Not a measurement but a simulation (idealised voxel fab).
process module | voxel gate over fins
cross-section cut | 230 nm wide | cells 5 nm
A cross-section is a grid of square cells, given in bands from the top down. A band is one or more rows of cells.
Each band's line starts with the height of the band's top and of its bottom, in nm. Then come its materials from left to right, each with its width in nm. One material with "throughout" fills the band from edge to edge. "air" is empty space.
Height 0 is the level under which the wafer as received is all one material. The lowest band goes on downwards, as in "0 down".
A width such as "30 to 40" changes by the same amount from each row of cells to the next, from the band's top row to its bottom row.
"no change" after a step means that no cell of the cross-section changed.
closed voids: empty space of 8 cells or more with no open way to the top, each as width x height at its distance from the left edge, in nm
after a step's settings: what the simulator itself notes on the step
overlay nm, on a step with a mask: how far to the right of its planned place the mask lay; to the left if negative
plan
1 op RECEIVE | material Si
2 op CONFORMAL_DEP | material SiN | thk nm 5
3 op PATTERN | tone cover | mask id FINS | material resist | width nm 15 | pitch nm 50 | thk nm 20 | overlay nm 0
4 op DIRECTIONAL_ETCH | etch materials SiN | depth nm 5
5 op DIRECTIONAL_ETCH | etch materials Si | depth nm 40
6 op STRIP | etch materials resist
7 op OXIDIZE | depth nm 5
8 op FILL_DEP | material SiO2 | thk nm 10
9 op CMP | height nm 5
10 op DIRECTIONAL_DEP | material aC | thk nm 10
11 op PATTERN | tone open | mask id RAIL | material resist | width nm 15 | thk nm 25 | overlay nm 0
12 op DIRECTIONAL_ETCH | etch materials aC | depth nm 10
13 op STRIP | etch materials resist
14 op DIRECTIONAL_ETCH | etch materials SiO2 | depth nm 40
15 op STRIP | etch materials aC
16 op CONFORMAL_DEP | material TiN | thk nm 5
17 op FILL_DEP | material W | thk nm 10
18 op CMP | height nm 5
19 op SELECTIVE_ETCH | etch materials W Ru TiN | depth nm 25
20 op FILL_DEP | material SiO2 | thk nm 5
21 op CMP | height nm 5
22 op SELECTIVE_ETCH | etch materials SiO2 | depth nm 20
23 op STRIP | etch materials SiN
24 op CONFORMAL_DEP | material HfO2 | thk nm 5
25 op CONFORMAL_DEP | material TiN | thk nm 5
26 op CONFORMAL_DEP | material TiAl | thk nm 5
27 op CONFORMAL_DEP | material TiN | thk nm 5
28 op FILL_DEP | material W | thk nm 15
29 op CMP | height nm 30
30 op CONFORMAL_DEP | material SiN | thk nm 5
first wafer, as planned
as received, after step 1
  0 down: Si throughout
  closed voids: none
after step 2
  5 to 0: SiN throughout
  below 0: unchanged
after step 3
  25 to 5: air 80 | resist 15 | air 35 | resist 15 | air 85
  below 5: unchanged
after step 4
  25 to 5: air 80 | resist 15 | air 35 | resist 15 | air 85
  5 to 0: air 80 | SiN 15 | air 35 | SiN 15 | air 85
  below 0: unchanged
after step 5
  25 to 5: air 80 | resist 15 | air 35 | resist 15 | air 85
  5 to 0: air 80 | SiN 15 | air 35 | SiN 15 | air 85
  0 to -40: air 80 | Si 15 | air 35 | Si 15 | air 85
  below -40: unchanged
after step 6
  5 to 0: air 80 | SiN 15 | air 35 | SiN 15 | air 85
  below 0: unchanged
after step 7
  5 to 0: air 80 | SiN 15 | air 35 | SiN 15 | air 85
  0 to -40: air 80 | SiO2 5 | Si 5 | SiO2 5 | air 35 | SiO2 5 | Si 5 | SiO2 5 | air 85
  -40 to -45: SiO2 85 | Si 5 | SiO2 45 | Si 5 | SiO2 90
  below -45: unchanged
after step 8
  15 to 5: SiO2 throughout
  5 to 0: SiO2 80 | SiN 15 | SiO2 35 | SiN 15 | SiO2 85
  0 to -45: SiO2 85 | Si 5 | SiO2 45 | Si 5 | SiO2 90
  below -45: unchanged
after step 9
  5 to 0: SiO2 80 | SiN 15 | SiO2 35 | SiN 15 | SiO2 85
  below 0: unchanged
after step 10
  15 to 5: aC throughout
  below 5: unchanged
after step 11
  40 to 15: resist 105 | air 15 | resist 110
  below 15: unchanged
after step 12
  30 to 15: resist 105 | air 15 | resist 110
  15 to 5: aC 105 | air 15 | aC 110
  below 5: unchanged
after step 13
  15 to 5: aC 105 | air 15 | aC 110
  below 5: unchanged
after step 14
  15 to 5: aC 105 | air 15 | aC 110
  5 to 0: SiO2 80 | SiN 15 | SiO2 10 | air 15 | SiO2 10 | SiN 15 | SiO2 85
  0 to -35: SiO2 85 | Si 5 | SiO2 15 | air 15 | SiO2 15 | Si 5 | SiO2 90
  below -35: unchanged
after step 15
  5 to 0: SiO2 80 | SiN 15 | SiO2 10 | air 15 | SiO2 10 | SiN 15 | SiO2 85
  below 0: unchanged
after step 16
  10 to 5: TiN 110 | air 5 | TiN 115
  5 to 0: SiO2 80 | SiN 15 | SiO2 10 | TiN 5 | air 5 | TiN 5 | SiO2 10 | SiN 15 | SiO2 85
  0 to -30: SiO2 85 | Si 5 | SiO2 15 | TiN 5 | air 5 | TiN 5 | SiO2 15 | Si 5 | SiO2 90
  -30 to -35: SiO2 85 | Si 5 | SiO2 15 | TiN 15 | SiO2 15 | Si 5 | SiO2 90
  below -35: unchanged
after step 17
  20 to 10: W throughout
  10 to 5: TiN 110 | W 5 | TiN 115
  5 to 0: SiO2 80 | SiN 15 | SiO2 10 | TiN 5 | W 5 | TiN 5 | SiO2 10 | SiN 15 | SiO2 85
  0 to -30: SiO2 85 | Si 5 | SiO2 15 | TiN 5 | W 5 | TiN 5 | SiO2 15 | Si 5 | SiO2 90
  below -30: unchanged
after step 18
  5 to 0: SiO2 80 | SiN 15 | SiO2 10 | TiN 5 | W 5 | TiN 5 | SiO2 10 | SiN 15 | SiO2 85
  below 0: unchanged
after step 19
  5 to 0: SiO2 80 | SiN 15 | SiO2 10 | air 15 | SiO2 10 | SiN 15 | SiO2 85
  0 to -20: SiO2 85 | Si 5 | SiO2 15 | air 15 | SiO2 15 | Si 5 | SiO2 90
  below -20: unchanged
after step 20
  10 to 5: SiO2 throughout
  5 to 0: SiO2 80 | SiN 15 | SiO2 35 | SiN 15 | SiO2 85
  0 to -20: SiO2 85 | Si 5 | SiO2 45 | Si 5 | SiO2 90
  below -20: unchanged
after step 21
  5 to 0: SiO2 80 | SiN 15 | SiO2 35 | SiN 15 | SiO2 85
  below 0: unchanged
after step 22
  5 to 0: air 80 | SiN 15 | air 35 | SiN 15 | air 85
  0 to -15: air 85 | Si 5 | air 45 | Si 5 | air 90
  below -15: unchanged
after step 23
  0 to -15: air 85 | Si 5 | air 45 | Si 5 | air 90
  below -15: unchanged
after step 24
  5 to 0: air 80 | HfO2 15 | air 35 | HfO2 15 | air 85
  0 to -10: air 80 | HfO2 5 | Si 5 | HfO2 5 | air 35 | HfO2 5 | Si 5 | HfO2 5 | air 85
  -10 to -15: HfO2 85 | Si 5 | HfO2 45 | Si 5 | HfO2 90
  below -15: unchanged
after step 25
  10 to 5: air 75 | TiN 25 | air 25 | TiN 25 | air 80
  5 to 0: air 75 | TiN 5 | HfO2 15 | TiN 5 | air 25 | TiN 5 | HfO2 15 | TiN 5 | air 80
  0 to -5: air 75 | TiN 5 | HfO2 5 | Si 5 | HfO2 5 | TiN 5 | air 25 | TiN 5 | HfO2 5 | Si 5 | HfO2 5 | TiN 5 | air 80
  -5 to -10: TiN 80 | HfO2 5 | Si 5 | HfO2 5 | TiN 35 | HfO2 5 | Si 5 | HfO2 5 | TiN 85
  below -10: unchanged
after step 26
  15 to 10: air 70 | TiAl 35 | air 15 | TiAl 35 | air 75
  10 to 5: air 70 | TiAl 5 | TiN 25 | TiAl 5 | air 15 | TiAl 5 | TiN 25 | TiAl 5 | air 75
  5 to 0: air 70 | TiAl 5 | TiN 5 | HfO2 15 | TiN 5 | TiAl 5 | air 15 | TiAl 5 | TiN 5 | HfO2 15 | TiN 5 | TiAl 5 | air 75
  0 to -5: TiAl 75 | TiN 5 | HfO2 5 | Si 5 | HfO2 5 | TiN 5 | TiAl 25 | TiN 5 | HfO2 5 | Si 5 | HfO2 5 | TiN 5 | TiAl 80
  below -5: unchanged
after step 27
  20 to 15: air 65 | TiN 45 | air 5 | TiN 45 | air 70
  15 to 10: air 65 | TiN 5 | TiAl 35 | TiN 5 | air 5 | TiN 5 | TiAl 35 | TiN 5 | air 70
  10 to 5: air 65 | TiN 5 | TiAl 5 | TiN 25 | TiAl 5 | TiN 5 | air 5 | TiN 5 | TiAl 5 | TiN 25 | TiAl 5 | TiN 5 | air 70
  5 to 0: TiN 70 | TiAl 5 | TiN 5 | HfO2 15 | TiN 5 | TiAl 5 | TiN 15 | TiAl 5 | TiN 5 | HfO2 15 | TiN 5 | TiAl 5 | TiN 75
  below 0: unchanged
after step 28
  35 to 20: W throughout
  20 to 15: W 65 | TiN 45 | W 5 | TiN 45 | W 70
  15 to 10: W 65 | TiN 5 | TiAl 35 | TiN 5 | W 5 | TiN 5 | TiAl 35 | TiN 5 | W 70
  10 to 5: W 65 | TiN 5 | TiAl 5 | TiN 25 | TiAl 5 | TiN 5 | W 5 | TiN 5 | TiAl 5 | TiN 25 | TiAl 5 | TiN 5 | W 70
  below 5: unchanged
after step 29
  30 to 20: W throughout
  below 20: unchanged
after step 30
  35 to 30: SiN throughout
  below 30: unchanged
second wafer: like start, like plan, one mistake. Through step 19 it matches the first wafer
when step 20 should have ended
  10 to 5: TiN throughout
  5 to 0: SiO2 80 | SiN 15 | SiO2 10 | TiN 15 | SiO2 10 | SiN 15 | SiO2 85
  0 to -20: SiO2 85 | Si 5 | SiO2 15 | TiN 15 | SiO2 15 | Si 5 | SiO2 90
  below -20: unchanged
when step 21 should have ended
  5 to 0: SiO2 80 | SiN 15 | SiO2 10 | TiN 15 | SiO2 10 | SiN 15 | SiO2 85
  below 0: unchanged
when step 22 should have ended
  5 to 0: air 80 | SiN 15 | air 10 | TiN 15 | air 10 | SiN 15 | air 85
  0 to -15: air 85 | Si 5 | air 15 | TiN 15 | air 15 | Si 5 | air 90
  below -15: unchanged
when step 23 should have ended
  5 to 0: air 105 | TiN 15 | air 110
  below 0: unchanged
when step 24 should have ended
  10 to 5: air 100 | HfO2 25 | air 105
  5 to 0: air 80 | HfO2 15 | air 5 | HfO2 5 | TiN 15 | HfO2 5 | air 5 | HfO2 15 | air 85
  0 to -10: air 80 | HfO2 5 | Si 5 | HfO2 5 | air 5 | HfO2 5 | TiN 15 | HfO2 5 | air 5 | HfO2 5 | Si 5 | HfO2 5 | air 85
  -10 to -15: HfO2 85 | Si 5 | HfO2 15 | TiN 15 | HfO2 15 | Si 5 | HfO2 90
  below -15: unchanged
when step 25 should have ended
  15 to 10: air 95 | TiN 35 | air 100
  10 to 5: air 75 | TiN 25 | HfO2 25 | TiN 25 | air 80
  5 to 0: air 75 | TiN 5 | HfO2 15 | TiN 5 | HfO2 5 | TiN 15 | HfO2 5 | TiN 5 | HfO2 15 | TiN 5 | air 80
  0 to -5: air 75 | TiN 5 | HfO2 5 | Si 5 | HfO2 5 | TiN 5 | HfO2 5 | TiN 15 | HfO2 5 | TiN 5 | HfO2 5 | Si 5 | HfO2 5 | TiN 5 | air 80
  -5 to -10: TiN 80 | HfO2 5 | Si 5 | HfO2 5 | TiN 5 | HfO2 5 | TiN 15 | HfO2 5 | TiN 5 | HfO2 5 | Si 5 | HfO2 5 | TiN 85
  below -10: unchanged
when step 26 should have ended
  20 to 15: air 90 | TiAl 45 | air 95
  15 to 10: air 70 | TiAl 25 | TiN 35 | TiAl 25 | air 75
  10 to 5: air 70 | TiAl 5 | TiN 25 | HfO2 25 | TiN 25 | TiAl 5 | air 75
  5 to 0: air 70 | TiAl 5 | TiN 5 | HfO2 15 | TiN 5 | HfO2 5 | TiN 15 | HfO2 5 | TiN 5 | HfO2 15 | TiN 5 | TiAl 5 | air 75
  0 to -5: TiAl 75 | TiN 5 | HfO2 5 | Si 5 | HfO2 5 | TiN 5 | HfO2 5 | TiN 15 | HfO2 5 | TiN 5 | HfO2 5 | Si 5 | HfO2 5 | TiN 5 | TiAl 80
  below -5: unchanged
when step 27 should have ended
  25 to 20: air 85 | TiN 55 | air 90
  20 to 15: air 65 | TiN 25 | TiAl 45 | TiN 25 | air 70
  15 to 10: air 65 | TiN 5 | TiAl 25 | TiN 35 | TiAl 25 | TiN 5 | air 70
  10 to 5: air 65 | TiN 5 | TiAl 5 | TiN 25 | HfO2 25 | TiN 25 | TiAl 5 | TiN 5 | air 70
  5 to 0: TiN 70 | TiAl 5 | TiN 5 | HfO2 15 | TiN 5 | HfO2 5 | TiN 15 | HfO2 5 | TiN 5 | HfO2 15 | TiN 5 | TiAl 5 | TiN 75
  below 0: unchanged
when step 28 should have ended
  40 to 25: W throughout
  25 to 20: W 85 | TiN 55 | W 90
  20 to 15: W 65 | TiN 25 | TiAl 45 | TiN 25 | W 70
  15 to 10: W 65 | TiN 5 | TiAl 25 | TiN 35 | TiAl 25 | TiN 5 | W 70
  10 to 5: W 65 | TiN 5 | TiAl 5 | TiN 25 | HfO2 25 | TiN 25 | TiAl 5 | TiN 5 | W 70
  below 5: unchanged
when step 29 should have ended
  30 to 25: W throughout
  below 25: unchanged
when step 30 should have ended
  35 to 30: SiN throughout
  below 30: unchanged
what went wrong: step 20 ran as: op FILL_DEP | material TiN | thk nm 5
at the end the second wafer has, in cells: 8 more of HfO2 | 3 fewer of SiO2 | 4 fewer of TiAl | 13 more of TiN | 14 fewer of W
